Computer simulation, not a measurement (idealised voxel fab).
process module | voxel transistor to metal
cross-section cut | 210 nm wide | cells 5 nm
A cross-section is a grid of square cells, given in bands from the top down. A band is one or more rows of cells.
Each band's line starts with the height of the band's top and of its bottom, in nm. Then come its materials from left to right, each with its width in nm. One material with "throughout" fills the band from edge to edge. "air" is empty space.
Height 0 is the level under which the wafer as received is all one material. The lowest band goes on downwards, as in "0 down".
A width such as "30 to 40" changes by the same amount from each row of cells to the next, from the band's top row to its bottom row.
"no change" after a step means that no cell of the cross-section changed.
closed voids: empty space of 8 cells or more with no open way to the top, each as width x height at its distance from the left edge, in nm
after a step's settings: what the simulator itself notes on the step
overlay nm, on a step with a mask: how far to the right of its planned place the mask lay; to the left if negative
plan
1 op RECEIVE | material Si
2 op OXIDIZE | depth nm 5
3 op CONFORMAL_DEP | material SiN | thk nm 15
4 op MASKED_ETCH | tone cover | mask id ACTIVE | width nm 115 | etch materials SiN | depth nm 15 | overlay nm 0
5 op MASKED_ETCH | tone cover | mask id ACTIVE | width nm 115 | etch materials SiO2 | depth nm 5 | overlay nm 0
6 op MASKED_ETCH | tone cover | mask id ACTIVE | width nm 115 | etch materials Si | depth nm 25 | overlay nm 0
7 op OXIDIZE | depth nm 5
8 op FILL_DEP | material SiO2 | thk nm 15
9 op CMP | height nm 15
10 op SELECTIVE_ETCH | etch materials SiO2 | depth nm 10
11 op STRIP | etch materials SiN
12 op SELECTIVE_ETCH | etch materials SiO2 | depth nm 5
13 op OXIDIZE | depth nm 5
14 op DIRECTIONAL_DEP | material polySi | thk nm 25
15 op DIRECTIONAL_DEP | material SiCN | thk nm 10
16 op DIRECTIONAL_DEP | material aC | thk nm 10
17 op PATTERN | tone cover | mask id GATE | material resist | width nm 15 | thk nm 25 | overlay nm 0
18 op DIRECTIONAL_ETCH | etch materials aC | depth nm 10
19 op STRIP | etch materials resist
20 op DIRECTIONAL_ETCH | etch materials SiCN | depth nm 20
21 op DIRECTIONAL_ETCH | etch materials polySi | depth nm 35
22 op STRIP | etch materials aC
23 op CONFORMAL_DEP | material SiN | thk nm 10
24 op DIRECTIONAL_ETCH | etch materials SiN | depth nm 10
25 op DIRECTIONAL_ETCH | etch materials SiO2 | depth nm 5
26 op DIRECTIONAL_ETCH | etch materials Si | depth nm 10
27 op EPI | material nSi | thk nm 15
28 op FILL_DEP | material SiO2 | thk nm 5
29 op CMP | height nm 30
30 op DIRECTIONAL_DEP | material SiO2 | thk nm 15
31 op DIRECTIONAL_DEP | material aC | thk nm 10
32 op PATTERN | tone open | mask id CONTACT | material resist | width nm 20 | pitch nm 75 | thk nm 30 | overlay nm 0
33 op DIRECTIONAL_ETCH | etch materials aC | depth nm 10
34 op STRIP | etch materials resist
35 op DIRECTIONAL_ETCH | etch materials SiO2 | depth nm 50
36 op STRIP | etch materials aC
37 op CONFORMAL_DEP | material TiN | thk nm 5
38 op FILL_DEP | material W | thk nm 5
39 op CMP | height nm 45
40 op CONFORMAL_DEP | material SiCN | thk nm 5
41 op DIRECTIONAL_DEP | material lowk | thk nm 25
42 op PATTERN | tone open | mask id METAL_1 | material resist | width nm 20 | pitch nm 75 | thk nm 15 | overlay nm 0
43 op DIRECTIONAL_ETCH | etch materials lowk | depth nm 25
44 op DIRECTIONAL_ETCH | etch materials SiCN | depth nm 5
45 op STRIP | etch materials resist
46 op CONFORMAL_DEP | material TiN | thk nm 5
47 op FILL_DEP | material Ru | thk nm 10
48 op CMP | height nm 75
49 op CONFORMAL_DEP | material SiN | thk nm 5
as received, after step 1
  0 down: Si throughout
  closed voids: none
a wafer at the end: this start, this plan, one mistake
  80 to 75: SiN throughout
  75 to 50: lowk 55 | TiN 5 | Ru 15 | TiN 5 | lowk 50 | TiN 5 | Ru 15 | TiN 5 | lowk 55
  50 to 45: SiCN 55 | TiN 25 | SiCN 50 | TiN 25 | SiCN 55
  45 to 30: SiO2 55 | TiN 5 | W 10 | TiN 5 | SiO2 55 | TiN 5 | W 10 | TiN 5 | SiO2 60
  30 to 20: SiO2 55 | TiN 5 | W 10 | TiN 5 | SiO2 10 | SiN 10 | SiCN 15 | SiN 10 | SiO2 10 | TiN 5 | W 10 | TiN 5 | SiO2 60
  20 to 10: SiO2 55 | TiN 5 | W 10 | TiN 5 | SiO2 10 | SiN 10 | polySi 15 | SiN 10 | SiO2 10 | TiN 5 | W 10 | TiN 5 | SiO2 60
  10 to 5: SiO2 55 | TiN 5 | W 5 | TiN 10 | SiO2 10 | SiN 10 | polySi 15 | SiN 10 | SiO2 10 | TiN 10 | W 5 | TiN 5 | SiO2 60
  5 to 0: SiO2 55 | TiN 5 | W 5 | TiN 5 | nSi 15 | SiN 10 | polySi 15 | SiN 10 | nSi 15 | TiN 5 | W 5 | TiN 5 | SiO2 60
  0 to -5: SiO2 40 | SiN 10 | SiO2 5 | TiN 15 | nSi 15 | SiN 10 | polySi 15 | SiN 10 | nSi 15 | TiN 15 | SiO2 5 | SiN 10 | SiO2 45
  -5 to -10: SiO2 50 | nSi 35 | SiO2 35 | nSi 35 | SiO2 55
  -10 to -20: SiO2 50 | nSi 35 | Si 35 | nSi 35 | SiO2 55
  -20 to -35: SiO2 50 | Si 105 | SiO2 55
  -35 down: Si throughout
  closed voids: none
what went wrong: step 42 ran as: op PATTERN | tone open | mask id METAL_1 | material resist | width nm 25 | pitch nm 75 | thk nm 15 | overlay nm 0
